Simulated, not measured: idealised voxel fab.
process module | voxel self aligned contacts
cross-section cut | 285 nm wide | cells 5 nm
A cross-section is a grid of square cells, given in bands from the top down. A band is one or more rows of cells.
Each band's line starts with the height of the band's top and of its bottom, in nm. Then come its materials from left to right, each with its width in nm. One material with "throughout" fills the band from edge to edge. "air" is empty space.
Height 0 is the level under which the wafer as received is all one material. The lowest band goes on downwards, as in "0 down".
A width such as "30 to 40" changes by the same amount from each row of cells to the next, from the band's top row to its bottom row.
"no change" after a step means that no cell of the cross-section changed.
closed voids: empty space of 8 cells or more with no open way to the top, each as width x height at its distance from the left edge, in nm
after a step's settings: what the simulator itself notes on the step
overlay nm, on a step with a mask: how far to the right of its planned place the mask lay; to the left if negative
plan
1 op RECEIVE | material Si
2 op OXIDIZE | depth nm 5
3 op DIRECTIONAL_DEP | material polySi | thk nm 30
4 op DIRECTIONAL_DEP | material SiN | thk nm 25
5 op PATTERN | tone cover | mask id GATE | material resist | width nm 35 | pitch nm 75 | thk nm 20 | overlay nm 0
6 op DIRECTIONAL_ETCH | etch materials SiN | depth nm 25
7 op DIRECTIONAL_ETCH | etch materials polySi | depth nm 30
8 op STRIP | etch materials resist
9 op CONFORMAL_DEP | material SiN | thk nm 10
10 op DIRECTIONAL_ETCH | etch materials SiN | depth nm 10
11 op FILL_DEP | material SiO2 | thk nm 20
12 op CMP | height nm 65
13 op PATTERN | tone open | mask id CONTACT | material resist | width nm 50 | pitch nm 75 | thk nm 15 | overlay nm 0
14 op DIRECTIONAL_ETCH | etch materials SiO2 | depth nm 70
15 op STRIP | etch materials resist
16 op CONFORMAL_DEP | material TiN | thk nm 5
17 op FILL_DEP | material W | thk nm 10
18 op CMP | height nm 65
19 op CONFORMAL_DEP | material SiN | thk nm 5
as received, after step 1
  0 down: Si throughout
  closed voids: none
first wafer at the end, as planned
  70 to 65: SiN throughout
  65 to 55: SiO2 80 | TiN 5 to 20 | W 40 to 10 | TiN 5 to 20 | SiO2 25 | TiN 5 to 20 | W 40 to 10 | TiN 5 to 20 | SiO2 80
  55 to 30: SiO2 40 | SiN 55 | TiN 5 | W 10 | TiN 5 | SiN 55 | TiN 5 | W 10 | TiN 5 | SiN 55 | SiO2 40
  30 to 0: SiO2 40 | SiN 10 | polySi 35 | SiN 10 | TiN 5 | W 10 | TiN 5 | SiN 10 | polySi 35 | SiN 10 | TiN 5 | W 10 | TiN 5 | SiN 10 | polySi 35 | SiN 10 | SiO2 40
  0 to -5: SiO2 95 | TiN 20 | SiO2 55 | TiN 20 | SiO2 95
  -5 down: Si throughout
  closed voids: none
second wafer at the end: like start, like plan, one mistake
  70 to 65: SiN throughout
  65 to 60: SiO2 80 | TiN 50 | SiO2 25 | TiN 50 | SiO2 80
  60 to 30: SiO2 35 | SiN 65 | TiN 10 | SiN 65 | TiN 10 | SiN 65 | SiO2 35
  30 to 5: SiO2 35 | SiN 15 | polySi 35 | SiN 15 | TiN 10 | SiN 15 | polySi 35 | SiN 15 | TiN 10 | SiN 15 | polySi 35 | SiN 15 | SiO2 35
  5 to 0: SiN 50 | polySi 35 | SiN 40 | polySi 35 | SiN 40 | polySi 35 | SiN 50
  0 to -5: SiO2 throughout
  -5 down: Si throughout
  closed voids: none
what went wrong: step 9 ran as: op CONFORMAL_DEP | material SiN | thk nm 15
at the end the second wafer has, in cells: 123 more of SiN | 51 fewer of SiO2 | 8 fewer of TiN | 64 fewer of W
